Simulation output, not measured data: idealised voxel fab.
The name of this process module is voxel self aligned contacts.
Xsec cut, 160 nm wide, square cell size 5 nm.
Each cross-section below is a grid of square cells, stated as bands in top-down order, with one or more rows of cells making up each band. Heights first: top, then bottom, in nm. Then materials, left to right, each with a width in nm. "edge to edge" on a single material: fills the band edge to edge. "empty": empty space. Beneath 0, the wafer as received is one material, and that level is where height counting begins. The lowest band goes on downward without a bottom; it is written like "0..down". A width given as "30->40" starts at the first number in the band's top row and ends at the second number in its bottom row, shifting by an equal amount at every step from row to row. Step note "nothing got changed" = no cross-section cell changed. The list in "Internal closed voids" covers empty spaces of 8 cells or more that cannot reach the top through any open way, and it gives each as width x height at distance; the distance is from the left edge, and width, height and distance are in nm. Post-settings text on a step line: simulator's own remark regarding the step. "overlay nm" answers the question of how far to the right of plan the mask lay on a step that has a mask, and when it is negative the answer is to the left.
-- Here's what the planned process steps look like
1. op RECEIVE | material Si
2. op OXIDIZE | depth nm 5
3. op DIRECTIONAL_DEP | material polySi | thk nm 25
4. op DIRECTIONAL_DEP | material SiN | thk nm 20
5. op DIRECTIONAL_DEP | material aC | thk nm 10
6. op PATTERN | tone cover | mask id GATE | material resist | width nm 30 | pitch nm 75 | thk nm 25 | overlay nm 0
7. op DIRECTIONAL_ETCH | etch materials aC | depth nm 10
8. op STRIP | etch materials resist
9. op DIRECTIONAL_ETCH | etch materials SiN | depth nm 20
10. op DIRECTIONAL_ETCH | etch materials polySi | depth nm 25
11. op STRIP | etch materials aC
12. op CONFORMAL_DEP | material SiN | thk nm 10
13. op DIRECTIONAL_ETCH | etch materials SiN | depth nm 10
14. op FILL_DEP | material SiO2 | thk nm 15
15. op CMP | height nm 50
16. op DIRECTIONAL_DEP | material aC | thk nm 15
17. op PATTERN | tone open | mask id CONTACT | material resist | width nm 55 | thk nm 35 | overlay nm 0
18. op DIRECTIONAL_ETCH | etch materials aC | depth nm 15
19. op STRIP | etch materials resist
20. op DIRECTIONAL_ETCH | etch materials SiO2 | depth nm 55
21. op STRIP | etch materials aC
22. op CONFORMAL_DEP | material TiN | thk nm 5
23. op FILL_DEP | material Ru | thk nm 10
24. op CMP | height nm 50
25. op CONFORMAL_DEP | material SiCN | thk nm 5
-- Run as planned: first of two wafers
-- Wafer at receipt (post step 1), cross-section
  0..down | Si edge to edge
  Internal closed voids: none
-- after step 2
  0..-5 | SiO2 edge to edge
  No changes below -5.
-- after step 3
  25..0 | polySi edge to edge
  No changes below 0.
-- after step 4
  45..25 | SiN edge to edge
  No changes below 25.
-- after step 5
  55..45 | aC edge to edge
  No changes below 45.
-- after step 6
  80..55 | empty: 25, then resist: 30, then empty: 45, then resist: 30, then empty: 30
  No changes below 55.
-- after step 7
  70..55 | empty: 25, then resist: 30, then empty: 45, then resist: 30, then empty: 30
  55..45 | empty: 25, then aC: 30, then empty: 45, then aC: 30, then empty: 30
  No changes below 45.
-- after step 8
  55..45 | empty: 25, then aC: 30, then empty: 45, then aC: 30, then empty: 30
  No changes below 45.
-- after step 9
  55..45 | empty: 25, then aC: 30, then empty: 45, then aC: 30, then empty: 30
  45..25 | empty: 25, then SiN: 30, then empty: 45, then SiN: 30, then empty: 30
  No changes below 25.
-- after step 10
  55..45 | empty: 25, then aC: 30, then empty: 45, then aC: 30, then empty: 30
  45..25 | empty: 25, then SiN: 30, then empty: 45, then SiN: 30, then empty: 30
  25..0 | empty: 25, then polySi: 30, then empty: 45, then polySi: 30, then empty: 30
  No changes below 0.
-- after step 11
  45..25 | empty: 25, then SiN: 30, then empty: 45, then SiN: 30, then empty: 30
  No changes below 25.
-- after step 12
  55..25 | empty: 15, then SiN: 50, then empty: 25, then SiN: 50, then empty: 20
  25..10 | empty: 15, then SiN: 10, then polySi: 30, then SiN: 10, then empty: 25, then SiN: 10, then polySi: 30, then SiN: 10, then empty: 20
  10..0 | SiN: 25, then polySi: 30, then SiN: 45, then polySi: 30, then SiN: 30
  No changes below 0.
-- after step 13
  45..25 | empty: 15, then SiN: 50, then empty: 25, then SiN: 50, then empty: 20
  25..0 | empty: 15, then SiN: 10, then polySi: 30, then SiN: 10, then empty: 25, then SiN: 10, then polySi: 30, then SiN: 10, then empty: 20
  No changes below 0.
-- after step 14
  60..45 | SiO2 edge to edge
  45..25 | SiO2: 15, then SiN: 50, then SiO2: 25, then SiN: 50, then SiO2: 20
  25..0 | SiO2: 15, then SiN: 10, then polySi: 30, then SiN: 10, then SiO2: 25, then SiN: 10, then polySi: 30, then SiN: 10, then SiO2: 20
  No changes below 0.
-- after step 15
  50..45 | SiO2 edge to edge
  No changes below 45.
-- after step 16
  65..50 | aC edge to edge
  No changes below 50.
-- after step 17
  100..65 | resist: 50, then empty: 55, then resist: 55
  No changes below 65.
-- after step 18
  85..65 | resist: 50, then empty: 55, then resist: 55
  65..50 | aC: 50, then empty: 55, then aC: 55
  No changes below 50.
-- after step 19
  65..50 | aC: 50, then empty: 55, then aC: 55
  No changes below 50.
-- after step 20
  65..50 | aC: 50, then empty: 55, then aC: 55
  50..45 | SiO2: 50, then empty: 55, then SiO2: 55
  45..25 | SiO2: 15, then SiN: 50, then empty: 25, then SiN: 50, then SiO2: 20
  25..0 | SiO2: 15, then SiN: 10, then polySi: 30, then SiN: 10, then empty: 25, then SiN: 10, then polySi: 30, then SiN: 10, then SiO2: 20
  0..-5 | SiO2: 65, then empty: 25, then SiO2: 70
  No changes below -5.
-- after step 21
  50..45 | SiO2: 50, then empty: 55, then SiO2: 55
  No changes below 45.
-- after step 22
  55..50 | TiN: 55, then empty: 45, then TiN: 60
  50..45 | SiO2: 50, then TiN: 20, then empty: 15, then TiN: 20, then SiO2: 55
  45..25 | SiO2: 15, then SiN: 50, then TiN: 5, then empty: 15, then TiN: 5, then SiN: 50, then SiO2: 20
  25..0 | SiO2: 15, then SiN: 10, then polySi: 30, then SiN: 10, then TiN: 5, then empty: 15, then TiN: 5, then SiN: 10, then polySi: 30, then SiN: 10, then SiO2: 20
  0..-5 | SiO2: 65, then TiN: 25, then SiO2: 70
  No changes below -5.
-- after step 23
  65..55 | Ru edge to edge
  55..50 | TiN: 55, then Ru: 45, then TiN: 60
  50..45 | SiO2: 50, then TiN: 20, then Ru: 15, then TiN: 20, then SiO2: 55
  45..25 | SiO2: 15, then SiN: 50, then TiN: 5, then Ru: 15, then TiN: 5, then SiN: 50, then SiO2: 20
  25..0 | SiO2: 15, then SiN: 10, then polySi: 30, then SiN: 10, then TiN: 5, then Ru: 15, then TiN: 5, then SiN: 10, then polySi: 30, then SiN: 10, then SiO2: 20
  No changes below 0.
-- after step 24
  50..45 | SiO2: 50, then TiN: 20, then Ru: 15, then TiN: 20, then SiO2: 55
  No changes below 45.
-- after step 25
  55..50 | SiCN edge to edge
  No changes below 50.
-- Wafer two of the pair: same origin, same plan, one error during the run; identical to wafer one up to and including step 5
-- Second wafer profile in section, at the moment step 6 of the plan was meant to be complete
  80..55 | resist: 25, then empty: 30, then resist: 45, then empty: 30, then resist: 30
  No changes below 55.
-- Second wafer profile in section, at the moment step 7 of the plan was meant to be complete
  70..55 | resist: 25, then empty: 30, then resist: 45, then empty: 30, then resist: 30
  55..45 | aC: 25, then empty: 30, then aC: 45, then empty: 30, then aC: 30
  No changes below 45.
-- Second wafer profile in section, at the moment step 8 of the plan was meant to be complete
  55..45 | aC: 25, then empty: 30, then aC: 45, then empty: 30, then aC: 30
  No changes below 45.
-- Second wafer profile in section, at the moment step 9 of the plan was meant to be complete
  55..45 | aC: 25, then empty: 30, then aC: 45, then empty: 30, then aC: 30
  45..25 | SiN: 25, then empty: 30, then SiN: 45, then empty: 30, then SiN: 30
  No changes below 25.
-- Second wafer profile in section, at the moment step 10 of the plan was meant to be complete
  55..45 | aC: 25, then empty: 30, then aC: 45, then empty: 30, then aC: 30
  45..25 | SiN: 25, then empty: 30, then SiN: 45, then empty: 30, then SiN: 30
  25..0 | polySi: 25, then empty: 30, then polySi: 45, then empty: 30, then polySi: 30
  No changes below 0.
-- Second wafer profile in section, at the moment step 11 of the plan was meant to be complete
  45..25 | SiN: 25, then empty: 30, then SiN: 45, then empty: 30, then SiN: 30
  No changes below 25.
-- Second wafer profile in section, at the moment step 12 of the plan was meant to be complete
  55..25 | SiN: 35, then empty: 10, then SiN: 65, then empty: 10, then SiN: 40
  25..10 | polySi: 25, then SiN: 10, then empty: 10, then SiN: 10, then polySi: 45, then SiN: 10, then empty: 10, then SiN: 10, then polySi: 30
  10..0 | polySi: 25, then SiN: 30, then polySi: 45, then SiN: 30, then polySi: 30
  No changes below 0.
-- Second wafer profile in section, at the moment step 13 of the plan was meant to be complete
  45..25 | SiN: 35, then empty: 10, then SiN: 65, then empty: 10, then SiN: 40
  25..0 | polySi: 25, then SiN: 10, then empty: 10, then SiN: 10, then polySi: 45, then SiN: 10, then empty: 10, then SiN: 10, then polySi: 30
  No changes below 0.
-- Second wafer profile in section, at the moment step 14 of the plan was meant to be complete
  60..45 | SiO2 edge to edge
  45..25 | SiN: 35, then SiO2: 10, then SiN: 65, then SiO2: 10, then SiN: 40
  25..0 | polySi: 25, then SiN: 10, then SiO2: 10, then SiN: 10, then polySi: 45, then SiN: 10, then SiO2: 10, then SiN: 10, then polySi: 30
  No changes below 0.
-- Second wafer profile in section, at the moment step 15 of the plan was meant to be complete
  50..45 | SiO2 edge to edge
  No changes below 45.
-- Second wafer profile in section, at the moment step 16 of the plan was meant to be complete
  65..50 | aC edge to edge
  No changes below 50.
-- Second wafer profile in section, at the moment step 17 of the plan was meant to be complete
  100..65 | resist: 50, then empty: 55, then resist: 55
  No changes below 65.
-- Second wafer profile in section, at the moment step 18 of the plan was meant to be complete
  85..65 | resist: 50, then empty: 55, then resist: 55
  65..50 | aC: 50, then empty: 55, then aC: 55
  No changes below 50.
-- Second wafer profile in section, at the moment step 19 of the plan was meant to be complete
  65..50 | aC: 50, then empty: 55, then aC: 55
  No changes below 50.
-- Second wafer profile in section, at the moment step 20 of the plan was meant to be complete
  65..50 | aC: 50, then empty: 55, then aC: 55
  50..45 | SiO2: 50, then empty: 55, then SiO2: 55
  No changes below 45.
-- Second wafer profile in section, at the moment step 21 of the plan was meant to be complete
  50..45 | SiO2: 50, then empty: 55, then SiO2: 55
  No changes below 45.
-- Second wafer profile in section, at the moment step 22 of the plan was meant to be complete
  55..50 | TiN: 55, then empty: 45, then TiN: 60
  50..45 | SiO2: 50, then TiN: 55, then SiO2: 55
  No changes below 45.
-- Second wafer profile in section, at the moment step 23 of the plan was meant to be complete
  65..55 | Ru edge to edge
  55..50 | TiN: 55, then Ru: 45, then TiN: 60
  No changes below 50.
-- Second wafer profile in section, at the moment step 24 of the plan was meant to be complete
  50..45 | SiO2: 50, then TiN: 55, then SiO2: 55
  No changes below 45.
-- Second wafer profile in section, at the moment step 25 of the plan was meant to be complete
  55..50 | SiCN edge to edge
  No changes below 50.
Deviation noted in wafer processing: step 6 changed vs plan, executed as op PATTERN | tone open | mask id GATE | material resist | width nm 30 | pitch nm 75 | thk nm 25 | overlay nm 0
Final difference in cells, second wafer against first, listed per material as more or fewer: Ru -30; SiN +32; SiO2 -22; TiN -20; polySi +40
